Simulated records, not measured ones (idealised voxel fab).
Title: Process Module voxel ribs on slabs
Square cell edge 5 nm, section width 270 nm, ID cut.
We lay out every cross-section as a grid of square cells and spell it out in bands from the top down, where one band means one or more rows of cells.
Top height, bottom height, nm. Materials left to right, width each, nm. Single material + "edge to edge" = fills band edge to edge. "blank" = empty.
Zero point of the height axis is 0; under it, received wafer = one material. Lowest band: continues down indefinitely, "z 0 and below".
The notation "30..40" denotes a width that varies across the rows of cells in the band, beginning at the first number in the top row, finishing at the second number in the bottom row, and changing by an identical amount from each row to the next.
Reading "everything unchanged" for a step: not a cell of the cross-section changed in it.
"Completely enclosed voids" - sealed voids, min. 8 cells, no opening to top; format: width x height at distance (distance from left edge; nm throughout).
That trailing text on a step's line, after the settings, is the simulator's own remark on the step.
The line of a step may include "overlay nm". On a step with a mask, this value is how far to the right of its planned place the mask lay. A negative value means the mask lay to the left.

### Process steps - plan
1 RECEIVE, material Si
2 DIRECTIONAL_DEP, material SiO2, thk nm 20
3 DIRECTIONAL_DEP, material SiN, thk nm 25
4 MASKED_ETCH, tone cover, mask id RIB, width nm 25, etch materials SiN, depth nm 5, overlay nm 0
5 MASKED_ETCH, tone cover, mask id SLAB, width nm 85, etch materials SiN, depth nm 20, overlay nm 0
6 FILL_DEP, material SiO2, thk nm 25
7 CMP, height nm 60
8 DIRECTIONAL_DEP, material W, thk nm 10
9 DIRECTIONAL_DEP, material aC, thk nm 10
10 PATTERN, tone cover, mask id HEATER, material resist, width nm 35, thk nm 25, overlay nm 0
11 DIRECTIONAL_ETCH, etch materials aC, depth nm 10
12 STRIP, etch materials resist
13 DIRECTIONAL_ETCH, etch materials W, depth nm 10
14 STRIP, etch materials aC
15 CONFORMAL_DEP, material SiN, thk nm 5

### This is the cross-section of the wafer as we received it, i.e. after step 1
z 0 and below = Si edge to edge
Completely enclosed voids: none

### The first of two wafers, cross-sectioned at the end of the module, with the run proceeding as planned
z 75 to 70 = blank 110 nm  SiN 45 nm  blank 115 nm
z 70 to 65 = blank 110 nm  SiN 5 nm  W 35 nm  SiN 5 nm  blank 115 nm
z 65 to 60 = SiN 115 nm  W 35 nm  SiN 120 nm
z 60 to 45 = SiO2 edge to edge
z 45 to 40 = SiO2 120 nm  SiN 25 nm  SiO2 125 nm
z 40 to 20 = SiO2 90 nm  SiN 85 nm  SiO2 95 nm
z 20 to 0 = SiO2 edge to edge
z 0 and below = Si edge to edge
Completely enclosed voids: none

### Wafer two (of two), end-of-module cross-section: start = wafer one, plan = wafer one, one run mistake
z 75 to 70 = SiN 120 nm  blank 25 nm  SiN 125 nm
z 70 to 65 = W 115 nm  SiN 5 nm  blank 25 nm  SiN 5 nm  W 120 nm
z 65 to 60 = W 115 nm  SiN 35 nm  W 120 nm
z 60 to 45 = SiO2 edge to edge
z 45 to 40 = SiO2 120 nm  SiN 25 nm  SiO2 125 nm
z 40 to 20 = SiO2 90 nm  SiN 85 nm  SiO2 95 nm
z 20 to 0 = SiO2 edge to edge
z 0 and below = Si edge to edge
Completely enclosed voids: none
Plan not followed: step 10, actual vs plan mismatch, actual run PATTERN, tone open, mask id HEATER, material resist, width nm 35, thk nm 25, overlay nm 0
Final tally in cells, some materials are higher or lower on the second wafer than on the first: W +80
